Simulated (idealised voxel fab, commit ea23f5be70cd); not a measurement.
Documented hereafter: the process module known as voxel self aligned vias.
Section shown: cut. Width: 295 nm. Cell size: 5 nm, square.
A cross-section is written here as square cells arranged in a grid, and it is given in bands from the top down, each band taking up one or more rows of cells.
It is stipulated that each band's entry specify, in nanometres, the height of the top of the band and then that of its bottom, followed by the materials of the band in left-to-right sequence, each together with its width in nanometres. A single material marked by the word "throughout" is understood to fill the band from edge to edge; the word "empty" is understood to denote empty space.
For the purposes of this specification, 0 denotes the height below which the wafer in its as-received condition is composed wholly of one material, and the lowermost band, lacking a lower limit, extends downward without end, as expressed in "from 0 down".
With a width like "30->40", each row of cells in the band differs from the next by the same amount, the top row carrying the first number and the bottom row the second.
You'll sometimes find "no change occurred" written for a step, and that's the way of saying that nowhere in the cross-section did a cell change during that step.
"Closed-off voids": sealed empty spaces, 8 cells or more, no open way to top, listed width x height at distance, with distance from the left edge and width, height and distance in nm.
Whatever follows a step's settings on its line is a remark the simulator itself makes about that step.
Regarding "overlay nm": on a step with a mask, it is the distance the mask lay to the right of its planned place; a negative value places it to the left.
### Steps in the process plan
step 1: RECEIVE with material Si
step 2: CONFORMAL_DEP with material SiO2, thk nm 10
step 3: CONFORMAL_DEP with material SiCN, thk nm 5
step 4: DIRECTIONAL_DEP with material SiO2, thk nm 25
step 5: DIRECTIONAL_DEP with material aC, thk nm 15
step 6: PATTERN with tone open, mask id LINES, material resist, width nm 20, pitch nm 55, thk nm 30, overlay nm 0
step 7: DIRECTIONAL_ETCH with etch materials aC, depth nm 15
step 8: STRIP with etch materials resist
step 9: DIRECTIONAL_ETCH with etch materials SiO2, depth nm 25
step 10: STRIP with etch materials aC
step 11: CONFORMAL_DEP with material TiN, thk nm 5
step 12: FILL_DEP with material W, thk nm 10
step 13: CMP with height nm 40
step 14: SELECTIVE_ETCH with etch materials W Ru TiN, depth nm 5
step 15: FILL_DEP with material SiN, thk nm 5
step 16: CMP with height nm 40
step 17: DIRECTIONAL_DEP with material SiO2, thk nm 20
step 18: MASKED_ETCH with tone open, mask id VIAS, width nm 30, pitch nm 55, etch materials SiO2, depth nm 20, overlay nm 0
step 19: MASKED_ETCH with tone open, mask id VIAS, width nm 30, pitch nm 55, etch materials SiN, depth nm 5, overlay nm 0
step 20: CONFORMAL_DEP with material TiN, thk nm 5
step 21: FILL_DEP with material Ru, thk nm 10
step 22: CMP with height nm 60
step 23: CONFORMAL_DEP with material SiN, thk nm 5
### Cross-section of the wafer at receipt, which is the condition after step 1
* from 0 down = Si throughout
* Closed-off voids: none
### Wafer cross-section at end of module: start and plan as shown above, one execution error
* from 65 to 60 = SiN throughout
* from 60 to 40 = 75 SiO2; 5 TiN; 20 Ru; 5 TiN; 25 SiO2; 5 TiN; 20 Ru; 5 TiN; 25 SiO2; 5 TiN; 20 Ru; 5 TiN; 80 SiO2
* from 40 to 35 = 75 SiO2; 30 TiN; 25 SiO2; 30 TiN; 25 SiO2; 30 TiN; 80 SiO2
* from 35 to 20 = 75 SiO2; 10 TiN; 10 W; 10 TiN; 25 SiO2; 10 TiN; 10 W; 10 TiN; 25 SiO2; 10 TiN; 10 W; 10 TiN; 80 SiO2
* from 20 to 15 = 80 SiO2; 20 TiN; 35 SiO2; 20 TiN; 35 SiO2; 20 TiN; 85 SiO2
* from 15 to 10 = SiCN throughout
* from 10 to 0 = SiO2 throughout
* from 0 down = Si throughout
* Closed-off voids: none
Error vs. plan: execution of plan step 18 occurred twice
